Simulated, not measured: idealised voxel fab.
The name of this process module is voxel gate over fins.
cross-section cut | 220 nm wide | cells 5 nm
Cross-section, as written here: a square-cell grid given band by band from the top down, where a band holds one or more rows of cells. The band entry comprises the height of the band's top followed by the height of its bottom, expressed in nm, and subsequently the band's materials from left to right, each stated together with its width in nm. Where a single material is marked with the word "full width", that material fills the band from edge to edge. The word "empty" represents empty space. Heights are measured from 0, the level below which the as-received wafer is all one material; the lowest band has no bottom and continues downward, written as in "from 0 down". Width "30->40": first value at the band's top row of cells, second value at its bottom row, equal change from row to row. It should be understood that the words "no change", when stated for a given step, signify that the cross-section underwent no change in any of its cells during that step. "Enclosed cavities" specifies each empty space that is not open to the top and that occupies no fewer than 8 cells, using the form width x height at distance, the distance measured from the left edge and all three quantities in nm. Text after the settings on a step's line: the simulator's own remark on that step. On any step carrying a mask, the "overlay nm" setting, if present on the step's line, tells how far right of its planned place the mask lay; negative values point to the left.
PROCESS STEPS - PLAN
1. RECEIVE [material Si]
2. CONFORMAL_DEP [material SiN] [thk nm 10]
3. MASKED_ETCH [tone cover] [mask id FINS] [width nm 15] [pitch nm 35] [etch materials SiN] [depth nm 10] [overlay nm 0]
4. MASKED_ETCH [tone cover] [mask id FINS] [width nm 15] [pitch nm 35] [etch materials Si] [depth nm 30] [overlay nm 0]
5. OXIDIZE [depth nm 5]
6. FILL_DEP [material SiO2] [thk nm 10]
7. CMP [height nm 10]
8. SELECTIVE_ETCH [etch materials SiO2] [depth nm 25]
9. STRIP [etch materials SiN]
10. CONFORMAL_DEP [material HfO2] [thk nm 5]
11. CONFORMAL_DEP [material TiN] [thk nm 5]
12. CONFORMAL_DEP [material TiAl] [thk nm 5]
13. CONFORMAL_DEP [material TiN] [thk nm 5]
14. FILL_DEP [material W] [thk nm 15]
15. CMP [height nm 30]
16. CONFORMAL_DEP [material SiN] [thk nm 5]
THE FIRST OF TWO WAFERS, RUN AS PLANNED
SHOWN IN CROSS-SECTION IS THE WAFER AS RECEIVED, THAT IS, AS IT STANDS AFTER STEP 1
  from 0 down  Si full width
  Enclosed cavities: none
AFTER STEP 2, IN CROSS-SECTION
  from 10 to 0  SiN full width
  Everything under 0 stays put, no change at all.
AFTER STEP 3, IN CROSS-SECTION
  from 10 to 0  empty=85, SiN=15, empty=20, SiN=15, empty=85
  Everything under 0 stays put, no change at all.
AFTER STEP 4, IN CROSS-SECTION
  from 10 to 0  empty=85, SiN=15, empty=20, SiN=15, empty=85
  from 0 to -30  empty=85, Si=15, empty=20, Si=15, empty=85
  Everything under -30 stays put, no change at all.
AFTER STEP 5, IN CROSS-SECTION
  from 10 to 0  empty=85, SiN=15, empty=20, SiN=15, empty=85
  from 0 to -30  empty=85, SiO2=5, Si=5, SiO2=5, empty=20, SiO2=5, Si=5, SiO2=5, empty=85
  from -30 to -35  SiO2=90, Si=5, SiO2=30, Si=5, SiO2=90
  Everything under -35 stays put, no change at all.
AFTER STEP 6, IN CROSS-SECTION
  from 20 to 10  SiO2 full width
  from 10 to 0  SiO2=85, SiN=15, SiO2=20, SiN=15, SiO2=85
  from 0 to -35  SiO2=90, Si=5, SiO2=30, Si=5, SiO2=90
  Everything under -35 stays put, no change at all.
AFTER STEP 7, IN CROSS-SECTION
  from 10 to 0  SiO2=85, SiN=15, SiO2=20, SiN=15, SiO2=85
  Everything under 0 stays put, no change at all.
AFTER STEP 8, IN CROSS-SECTION
  from 10 to 0  empty=85, SiN=15, empty=20, SiN=15, empty=85
  from 0 to -15  empty=90, Si=5, empty=30, Si=5, empty=90
  Everything under -15 stays put, no change at all.
AFTER STEP 9, IN CROSS-SECTION
  from 0 to -15  empty=90, Si=5, empty=30, Si=5, empty=90
  Everything under -15 stays put, no change at all.
AFTER STEP 10, IN CROSS-SECTION
  from 5 to 0  empty=85, HfO2=15, empty=20, HfO2=15, empty=85
  from 0 to -10  empty=85, HfO2=5, Si=5, HfO2=5, empty=20, HfO2=5, Si=5, HfO2=5, empty=85
  from -10 to -15  HfO2=90, Si=5, HfO2=30, Si=5, HfO2=90
  Everything under -15 stays put, no change at all.
AFTER STEP 11, IN CROSS-SECTION
  from 10 to 5  empty=80, TiN=25, empty=10, TiN=25, empty=80
  from 5 to 0  empty=80, TiN=5, HfO2=15, TiN=5, empty=10, TiN=5, HfO2=15, TiN=5, empty=80
  from 0 to -5  empty=80, TiN=5, HfO2=5, Si=5, HfO2=5, TiN=5, empty=10, TiN=5, HfO2=5, Si=5, HfO2=5, TiN=5, empty=80
  from -5 to -10  TiN=85, HfO2=5, Si=5, HfO2=5, TiN=20, HfO2=5, Si=5, HfO2=5, TiN=85
  Everything under -10 stays put, no change at all.
AFTER STEP 12, IN CROSS-SECTION
  from 15 to 10  empty=75, TiAl=70, empty=75
  from 10 to 5  empty=75, TiAl=5, TiN=25, TiAl=10, TiN=25, TiAl=5, empty=75
  from 5 to 0  empty=75, TiAl=5, TiN=5, HfO2=15, TiN=5, TiAl=10, TiN=5, HfO2=15, TiN=5, TiAl=5, empty=75
  from 0 to -5  TiAl=80, TiN=5, HfO2=5, Si=5, HfO2=5, TiN=5, TiAl=10, TiN=5, HfO2=5, Si=5, HfO2=5, TiN=5, TiAl=80
  Everything under -5 stays put, no change at all.
AFTER STEP 13, IN CROSS-SECTION
  from 20 to 15  empty=70, TiN=80, empty=70
  from 15 to 10  empty=70, TiN=5, TiAl=70, TiN=5, empty=70
  from 10 to 5  empty=70, TiN=5, TiAl=5, TiN=25, TiAl=10, TiN=25, TiAl=5, TiN=5, empty=70
  from 5 to 0  TiN=75, TiAl=5, TiN=5, HfO2=15, TiN=5, TiAl=10, TiN=5, HfO2=15, TiN=5, TiAl=5, TiN=75
  Everything under 0 stays put, no change at all.
AFTER STEP 14, IN CROSS-SECTION
  from 35 to 20  W full width
  from 20 to 15  W=70, TiN=80, W=70
  from 15 to 10  W=70, TiN=5, TiAl=70, TiN=5, W=70
  from 10 to 5  W=70, TiN=5, TiAl=5, TiN=25, TiAl=10, TiN=25, TiAl=5, TiN=5, W=70
  Everything under 5 stays put, no change at all.
AFTER STEP 15, IN CROSS-SECTION
  from 30 to 20  W full width
  Everything under 20 stays put, no change at all.
AFTER STEP 16, IN CROSS-SECTION
  from 35 to 30  SiN full width
  Everything under 30 stays put, no change at all.
WHAT FOLLOWS CONCERNS THE SECOND WAFER, WHICH STARTED OUT LIKE THE FIRST AND WAS MEANT TO FOLLOW THE VERY SAME PLAN; ONE MISTAKE CREPT IN WHEN IT WAS RUN, BUT EVERYTHING UP TO AND INCLUDING STEP 5 IS THE SAME AS FOR THE FIRST WAFER
HERE IS THE SECOND WAFER IN CROSS-SECTION AT THE POINT WHERE STEP 6 OF THE PLAN SHOULD HAVE BEEN DONE
  from 20 to 0  SiN full width
  from 0 to -30  SiN=85, SiO2=5, Si=5, SiO2=5, SiN=20, SiO2=5, Si=5, SiO2=5, SiN=85
  Everything under -30 stays put, no change at all.
HERE IS THE SECOND WAFER IN CROSS-SECTION AT THE POINT WHERE STEP 7 OF THE PLAN SHOULD HAVE BEEN DONE
  from 10 to 0  SiN full width
  Everything under 0 stays put, no change at all.
Here is the second wafer in cross-section at the point where step 8 of the plan should have been done: no change
HERE IS THE SECOND WAFER IN CROSS-SECTION AT THE POINT WHERE STEP 9 OF THE PLAN SHOULD HAVE BEEN DONE
  from 0 to -30  empty=85, SiO2=5, Si=5, SiO2=5, empty=20, SiO2=5, Si=5, SiO2=5, empty=85
  Everything under -30 stays put, no change at all.
HERE IS THE SECOND WAFER IN CROSS-SECTION AT THE POINT WHERE STEP 10 OF THE PLAN SHOULD HAVE BEEN DONE
  from 5 to 0  empty=80, HfO2=25, empty=10, HfO2=25, empty=80
  from 0 to -25  empty=80, HfO2=5, SiO2=5, Si=5, SiO2=5, HfO2=5, empty=10, HfO2=5, SiO2=5, Si=5, SiO2=5, HfO2=5, empty=80
  from -25 to -30  HfO2=85, SiO2=5, Si=5, SiO2=5, HfO2=20, SiO2=5, Si=5, SiO2=5, HfO2=85
  Everything under -30 stays put, no change at all.
HERE IS THE SECOND WAFER IN CROSS-SECTION AT THE POINT WHERE STEP 11 OF THE PLAN SHOULD HAVE BEEN DONE
  from 10 to 5  empty=75, TiN=70, empty=75
  from 5 to 0  empty=75, TiN=5, HfO2=25, TiN=10, HfO2=25, TiN=5, empty=75
  from 0 to -20  empty=75, TiN=5, HfO2=5, SiO2=5, Si=5, SiO2=5, HfO2=5, TiN=10, HfO2=5, SiO2=5, Si=5, SiO2=5, HfO2=5, TiN=5, empty=75
  from -20 to -25  TiN=80, HfO2=5, SiO2=5, Si=5, SiO2=5, HfO2=5, TiN=10, HfO2=5, SiO2=5, Si=5, SiO2=5, HfO2=5, TiN=80
  Everything under -25 stays put, no change at all.
HERE IS THE SECOND WAFER IN CROSS-SECTION AT THE POINT WHERE STEP 12 OF THE PLAN SHOULD HAVE BEEN DONE
  from 15 to 10  empty=70, TiAl=80, empty=70
  from 10 to 5  empty=70, TiAl=5, TiN=70, TiAl=5, empty=70
  from 5 to 0  empty=70, TiAl=5, TiN=5, HfO2=25, TiN=10, HfO2=25, TiN=5, TiAl=5, empty=70
  from 0 to -15  empty=70, TiAl=5, TiN=5, HfO2=5, SiO2=5, Si=5, SiO2=5, HfO2=5, TiN=10, HfO2=5, SiO2=5, Si=5, SiO2=5, HfO2=5, TiN=5, TiAl=5, empty=70
  from -15 to -20  TiAl=75, TiN=5, HfO2=5, SiO2=5, Si=5, SiO2=5, HfO2=5, TiN=10, HfO2=5, SiO2=5, Si=5, SiO2=5, HfO2=5, TiN=5, TiAl=75
  Everything under -20 stays put, no change at all.
HERE IS THE SECOND WAFER IN CROSS-SECTION AT THE POINT WHERE STEP 13 OF THE PLAN SHOULD HAVE BEEN DONE
  from 20 to 15  empty=65, TiN=90, empty=65
  from 15 to 10  empty=65, TiN=5, TiAl=80, TiN=5, empty=65
  from 10 to 5  empty=65, TiN=5, TiAl=5, TiN=70, TiAl=5, TiN=5, empty=65
  from 5 to 0  empty=65, TiN=5, TiAl=5, TiN=5, HfO2=25, TiN=10, HfO2=25, TiN=5, TiAl=5, TiN=5, empty=65
  from 0 to -10  empty=65, TiN=5, TiAl=5, TiN=5, HfO2=5, SiO2=5, Si=5, SiO2=5, HfO2=5, TiN=10, HfO2=5, SiO2=5, Si=5, SiO2=5, HfO2=5, TiN=5, TiAl=5, TiN=5, empty=65
  from -10 to -15  TiN=70, TiAl=5, TiN=5, HfO2=5, SiO2=5, Si=5, SiO2=5, HfO2=5, TiN=10, HfO2=5, SiO2=5, Si=5, SiO2=5, HfO2=5, TiN=5, TiAl=5, TiN=70
  Everything under -15 stays put, no change at all.
HERE IS THE SECOND WAFER IN CROSS-SECTION AT THE POINT WHERE STEP 14 OF THE PLAN SHOULD HAVE BEEN DONE
  from 35 to 20  W full width
  from 20 to 15  W=65, TiN=90, W=65
  from 15 to 10  W=65, TiN=5, TiAl=80, TiN=5, W=65
  from 10 to 5  W=65, TiN=5, TiAl=5, TiN=70, TiAl=5, TiN=5, W=65
  from 5 to 0  W=65, TiN=5, TiAl=5, TiN=5, HfO2=25, TiN=10, HfO2=25, TiN=5, TiAl=5, TiN=5, W=65
  from 0 to -10  W=65, TiN=5, TiAl=5, TiN=5, HfO2=5, SiO2=5, Si=5, SiO2=5, HfO2=5, TiN=10, HfO2=5, SiO2=5, Si=5, SiO2=5, HfO2=5, TiN=5, TiAl=5, TiN=5, W=65
  Everything under -10 stays put, no change at all.
HERE IS THE SECOND WAFER IN CROSS-SECTION AT THE POINT WHERE STEP 15 OF THE PLAN SHOULD HAVE BEEN DONE
  from 30 to 20  W full width
  Everything under 20 stays put, no change at all.
HERE IS THE SECOND WAFER IN CROSS-SECTION AT THE POINT WHERE STEP 16 OF THE PLAN SHOULD HAVE BEEN DONE
  from 35 to 30  SiN full width
  Everything under 30 stays put, no change at all.
So what did we get wrong on this run? rather than as planned, step 6 actually ran as FILL_DEP [material SiN] [thk nm 10]
Cell-count delta at end, second wafer over first, by material: +12 HfO2, -102 SiO2, +18 TiN, +72 W
